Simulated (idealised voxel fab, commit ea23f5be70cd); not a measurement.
Process module, titled voxel self aligned contacts
For reference, the cross-section in this document is cut, with width 270 nm and square cells of 5 nm.
We lay out every cross-section as a grid of square cells and spell it out in bands from the top down, where one band means one or more rows of cells. Band: top and bottom heights (nm) first, top before bottom; then materials from left to right, widths in nm. "all across" marks a sole material filling the band edge to edge. "air" denotes empty space. It should be noted that heights are counted from 0, beneath which the wafer as supplied is of one material throughout, and that the lowest band possesses no lower boundary but continues downward, as written in "0..down". With a width like "30..40", each row of cells in the band differs from the next by the same amount, the top row carrying the first number and the bottom row the second. No cell of the cross-section changed in a step that is given as "nothing was modified". For the entry "Unvented cavities", the listed items are empty spaces with no open way to the top whose size is 8 cells or more; each item follows the pattern width x height at distance, where distance is from the left edge and all three are in nm. On each step's line, the part that comes after the settings is the simulator's own comment on the step. The optional step-line setting "overlay nm" applies to steps with a mask and quantifies how far to the right of its planned location the mask lay, a negative value indicating leftward placement.

### Set out below are the planned steps of the process
1,RECEIVE (material Si)
2,OXIDIZE (depth nm 5)
3,DIRECTIONAL_DEP (material polySi; thk nm 30)
4,DIRECTIONAL_DEP (material SiN; thk nm 20)
5,DIRECTIONAL_DEP (material aC; thk nm 10)
6,PATTERN (tone cover; mask id GATE; material resist; width nm 30; pitch nm 75; thk nm 30; overlay nm 0)
7,DIRECTIONAL_ETCH (etch materials aC; depth nm 10)
8,STRIP (etch materials resist)
9,DIRECTIONAL_ETCH (etch materials SiN; depth nm 20)
10,DIRECTIONAL_ETCH (etch materials polySi; depth nm 30)
11,STRIP (etch materials aC)
12,CONFORMAL_DEP (material SiN; thk nm 10)
13,DIRECTIONAL_ETCH (etch materials SiN; depth nm 10)
14,FILL_DEP (material SiO2; thk nm 20)
15,CMP (height nm 60)
16,DIRECTIONAL_DEP (material aC; thk nm 10)
17,PATTERN (tone open; mask id CONTACT; material resist; width nm 55; thk nm 30; overlay nm 0)
18,DIRECTIONAL_ETCH (etch materials aC; depth nm 10)
19,STRIP (etch materials resist)
20,DIRECTIONAL_ETCH (etch materials SiO2; depth nm 65)
21,STRIP (etch materials aC)
22,CONFORMAL_DEP (material TiN; thk nm 5)
23,FILL_DEP (material Ru; thk nm 5)
24,CMP (height nm 60)
25,CONFORMAL_DEP (material SiN; thk nm 5)

### Wafer as received: cross-section following step 1
	0..down  Si all across
	Unvented cavities: none

### Cross-section: first of two wafers, module finished, run according to plan
	65..60  SiN all across
	60..50  105 SiO2, 5..20 TiN, 45..15 Ru, 5..20 TiN, 110 SiO2
	50..30  70 SiO2, 50 SiN, 5 TiN, 15 Ru, 5 TiN, 50 SiN, 75 SiO2
	30..0  70 SiO2, 10 SiN, 30 polySi, 10 SiN, 5 TiN, 15 Ru, 5 TiN, 10 SiN, 30 polySi, 10 SiN, 75 SiO2
	0..-5  120 SiO2, 25 TiN, 125 SiO2
	-5..down  Si all across
	Unvented cavities: none

### Cross-sectional view of the second of two wafers upon completion of the module. This wafer shared its starting condition and process plan with the first; one error was made during its execution
	65..60  SiN all across
	60..55  105 SiO2, 5 TiN, 45 Ru, 5 TiN, 110 SiO2
	55..50  105 SiO2, 55 TiN, 110 SiO2
	50..30  Ru all across
	30..0  polySi all across
	0..-5  SiO2 all across
	-5..down  Si all across
	Unvented cavities: none
Error vs. plan: step 4: run off-plan, actual operation and settings DIRECTIONAL_DEP (material Ru; thk nm 20)
In the final state, the cell counts of the second wafer exceed or fall short of those of the first for the following materials: Ru +183 | SiN -128 | SiO2 -285 | TiN -22 | polySi +252
